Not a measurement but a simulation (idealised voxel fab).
process module | voxel wiring stack
cross-section cut | 235 nm wide | cells 5 nm
A cross-section is a grid of square cells, given in bands from the top down. A band is one or more rows of cells.
Each band's line starts with the height of the band's top and of its bottom, in nm. Then come its materials from left to right, each with its width in nm. One material with "throughout" fills the band from edge to edge. "air" is empty space.
Height 0 is the level under which the wafer as received is all one material. The lowest band goes on downwards, as in "0 down".
A width such as "30 to 40" changes by the same amount from each row of cells to the next, from the band's top row to its bottom row.
"no change" after a step means that no cell of the cross-section changed.
closed voids: empty space of 8 cells or more with no open way to the top, each as width x height at its distance from the left edge, in nm
after a step's settings: what the simulator itself notes on the step
overlay nm, on a step with a mask: how far to the right of its planned place the mask lay; to the left if negative
plan
1 op RECEIVE | material Si
2 op CONFORMAL_DEP | material SiO2 | thk nm 10
3 op CONFORMAL_DEP | material SiCN | thk nm 5
4 op DIRECTIONAL_DEP | material SiO2 | thk nm 25
5 op MASKED_ETCH | tone open | mask id METAL_1 | width nm 25 | pitch nm 45 | etch materials SiO2 | depth nm 25 | overlay nm 0
6 op MASKED_ETCH | tone open | mask id METAL_1 | width nm 25 | pitch nm 45 | etch materials SiCN | depth nm 5 | overlay nm 0
7 op CONFORMAL_DEP | material TiN | thk nm 5
8 op FILL_DEP | material Cu | thk nm 10
9 op CMP | height nm 40
10 op CONFORMAL_DEP | material SiCN | thk nm 5
11 op DIRECTIONAL_DEP | material lowk | thk nm 30
12 op DIRECTIONAL_DEP | material aC | thk nm 10
13 op PATTERN | tone open | mask id METAL_2_HOLES | material resist | width nm 15 | pitch nm 90 | thk nm 30 | overlay nm 0
14 op DIRECTIONAL_ETCH | etch materials aC | depth nm 10
15 op STRIP | etch materials resist
16 op DIRECTIONAL_ETCH | etch materials lowk | depth nm 30
17 op STRIP | etch materials aC
18 op MASKED_ETCH | tone open | mask id METAL_2 | width nm 25 | pitch nm 45 | etch materials lowk | depth nm 20 | overlay nm 0
19 op MASKED_ETCH | tone open | mask id METAL_2 | width nm 25 | pitch nm 45 | etch materials SiCN | depth nm 5 | overlay nm 0
20 op CONFORMAL_DEP | material TiN | thk nm 5
21 op FILL_DEP | material Cu | thk nm 5
22 op CMP | height nm 75
23 op CONFORMAL_DEP | material SiCN | thk nm 5
24 op DIRECTIONAL_DEP | material lowk | thk nm 20
25 op MASKED_ETCH | tone open | mask id PLUG_2 | width nm 15 | pitch nm 90 | etch materials lowk | depth nm 20 | overlay nm 0
26 op MASKED_ETCH | tone open | mask id PLUG_2 | width nm 15 | pitch nm 90 | etch materials SiCN | depth nm 5 | overlay nm 0
27 op EPI | material Ru | thk nm 10
28 op EPI | material Ru | thk nm 10
29 op EPI | material Ru | thk nm 5
30 op CONFORMAL_DEP | material SiN | thk nm 5
31 op DIRECTIONAL_DEP | material lowk | thk nm 15
32 op PATTERN | tone open | mask id METAL_3 | material resist | width nm 25 | pitch nm 45 | thk nm 20 | overlay nm 0
33 op DIRECTIONAL_ETCH | etch materials lowk | depth nm 15
34 op DIRECTIONAL_ETCH | etch materials SiN | depth nm 5
35 op STRIP | etch materials resist
36 op CONFORMAL_DEP | material TiN | thk nm 5
37 op FILL_DEP | material Cu | thk nm 10
38 op CMP | height nm 120
39 op EPI | material Ru | thk nm 5
40 op FILL_DEP | material SiCN | thk nm 5
41 op DIRECTIONAL_DEP | material SiO2 | thk nm 10
42 op PATTERN | tone open | mask id PLUG_3 | material resist | width nm 15 | pitch nm 45 | thk nm 15 | overlay nm 0
43 op DIRECTIONAL_ETCH | etch materials SiO2 | depth nm 10
44 op DIRECTIONAL_ETCH | etch materials SiCN | depth nm 5
45 op STRIP | etch materials resist
46 op EPI | material Ru | thk nm 10
47 op EPI | material Ru | thk nm 5
48 op CONFORMAL_DEP | material SiCN | thk nm 5
49 op DIRECTIONAL_DEP | material SiO2 | thk nm 20
50 op PATTERN | tone open | mask id METAL_4 | material resist | width nm 25 | pitch nm 45 | thk nm 15 | overlay nm 0
51 op DIRECTIONAL_ETCH | etch materials SiO2 | depth nm 20
52 op DIRECTIONAL_ETCH | etch materials SiCN | depth nm 5
53 op STRIP | etch materials resist
54 op CONFORMAL_DEP | material TiN | thk nm 5
55 op FILL_DEP | material W | thk nm 10
56 op CMP | height nm 165
57 op CONFORMAL_DEP | material SiCN | thk nm 5
as received, after step 1
  0 down: Si throughout
  closed voids: none
a wafer at the end: this start, this plan, one mistake
  170 to 165: SiCN throughout
  165 to 145: SiO2 60 | TiN 5 | W 15 | TiN 5 | SiO2 20 | TiN 5 | W 15 | TiN 5 | SiO2 20 | TiN 5 | W 15 | TiN 5 | SiO2 60
  145 to 140: SiCN 60 | TiN 25 | SiCN 20 | TiN 25 | SiCN 20 | TiN 25 | SiCN 60
  140 to 130: SiO2 60 | Ru 15 | SiO2 30 | Ru 15 | SiO2 30 | Ru 15 | SiO2 70
  130 to 120: SiCN 60 | Ru 15 to 30 | SiCN 30 to 15 | Ru 15 to 30 | SiCN 30 to 15 | Ru 15 to 30 | SiCN 70 to 55
  120 to 105: lowk 65 | TiN 5 | Cu 10 | TiN 5 | lowk 25 | TiN 5 | Cu 10 | TiN 5 | lowk 25 | TiN 5 | Cu 10 | TiN 5 | lowk 60
  105 to 100: SiN 65 | TiN 20 | SiN 25 | TiN 20 | SiN 25 | TiN 20 | SiN 60
  100 to 80: lowk 60 | Ru 15 | lowk 75 | Ru 15 | lowk 70
  80 to 75: SiCN 60 | Ru 15 | SiCN 75 | Ru 15 | SiCN 70
  75 to 60: lowk 60 | TiN 5 | Cu 15 | TiN 5 | lowk 20 | TiN 5 | Cu 15 | TiN 5 | lowk 20 | TiN 5 | Cu 15 | TiN 5 | lowk 60
  60 to 55: lowk 60 | TiN 5 | Cu 5 | TiN 15 | lowk 20 | TiN 25 | lowk 20 | TiN 5 | Cu 5 | TiN 15 | lowk 60
  55 to 45: lowk 60 | TiN 5 | Cu 5 | TiN 5 | lowk 75 | TiN 5 | Cu 5 | TiN 5 | lowk 70
  45 to 40: SiCN 60 | TiN 15 | SiCN 75 | TiN 15 | SiCN 70
  40 to 15: SiO2 60 | TiN 5 | Cu 15 | TiN 5 | SiO2 20 | TiN 5 | Cu 15 | TiN 5 | SiO2 20 | TiN 5 | Cu 15 | TiN 5 | SiO2 60
  15 to 10: SiCN 60 | TiN 25 | SiCN 20 | TiN 25 | SiCN 20 | TiN 25 | SiCN 60
  10 to 0: SiO2 throughout
  0 down: Si throughout
  closed voids: none
what went wrong: step 32 ran as: op PATTERN | tone open | mask id METAL_3 | material resist | width nm 20 | pitch nm 45 | thk nm 20 | overlay nm 0
